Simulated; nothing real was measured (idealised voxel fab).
Title: Process Module voxel spacer lines
Cross-section cut spans 255 nm and uses square cells 5 nm in size.
A cross-section in this document is a grid of square cells, and it is written down as bands, the top band listed before the ones below it; a band is made up of one or more rows of cells.
Band: top and bottom heights (nm) first, top before bottom; then materials from left to right, widths in nm. "all across" marks a sole material filling the band edge to edge. "air" denotes empty space.
Beneath 0, the wafer as received is one material, and that level is where height counting begins. The lowest band goes on downward without a bottom; it is written like "z 0 and below".
Read "30 to 40" as a graded width: first number on top, second number at the bottom, same change between each pair of neighbouring rows.
Basically "everything unchanged" means that step didn't change any cell in the cross-section.
The label "Voids, enclosed" introduces a list of the empty spaces, 8 cells or larger, that have no open way up to the top; each entry in it reads width x height at distance, where the distance is taken from the left edge and all three are stated in nm.
Read whatever lies past the settings on a step's line as the simulator's own remark about the step.
"overlay nm" on a masked step: distance the mask lay right of its planned place, negative for left.
The steps planned for the process are as follows
1,op RECEIVE | material Si
2,op CONFORMAL_DEP | material Al2O3 | thk nm 10
3,op DIRECTIONAL_DEP | material W | thk nm 15
4,op DIRECTIONAL_DEP | material aC | thk nm 30
5,op PATTERN | tone cover | mask id MANDREL | material resist | width nm 25 | pitch nm 80 | thk nm 40 | overlay nm 0
6,op DIRECTIONAL_ETCH | etch materials aC | depth nm 30
7,op STRIP | etch materials resist
8,op CONFORMAL_DEP | material SiN | thk nm 15
9,op DIRECTIONAL_ETCH | etch materials SiN | depth nm 15
10,op STRIP | etch materials aC
11,op DIRECTIONAL_ETCH | etch materials W | depth nm 15
12,op STRIP | etch materials SiN
Cross-section of the wafer as it came to us, i.e., already through step 1
> z 0 and below | Si all across
> Voids, enclosed: none
The module was run from the start shown above using the plan shown above, but one mistake was made doing it; the resulting wafer cross-section is below
> z 40 to 25 | air (20)  W (15)  air (25)  W (15)  air (25)  W (15)  air (25)  W (15)  air (25)  W (15)  air (25)  W (15)  air (20)
> z 25 to 10 | W all across
> z 10 to 0 | Al2O3 all across
> z 0 and below | Si all across
> Voids, enclosed: none
Where did the run depart from the plan? yeah, plan step 3 got run twice
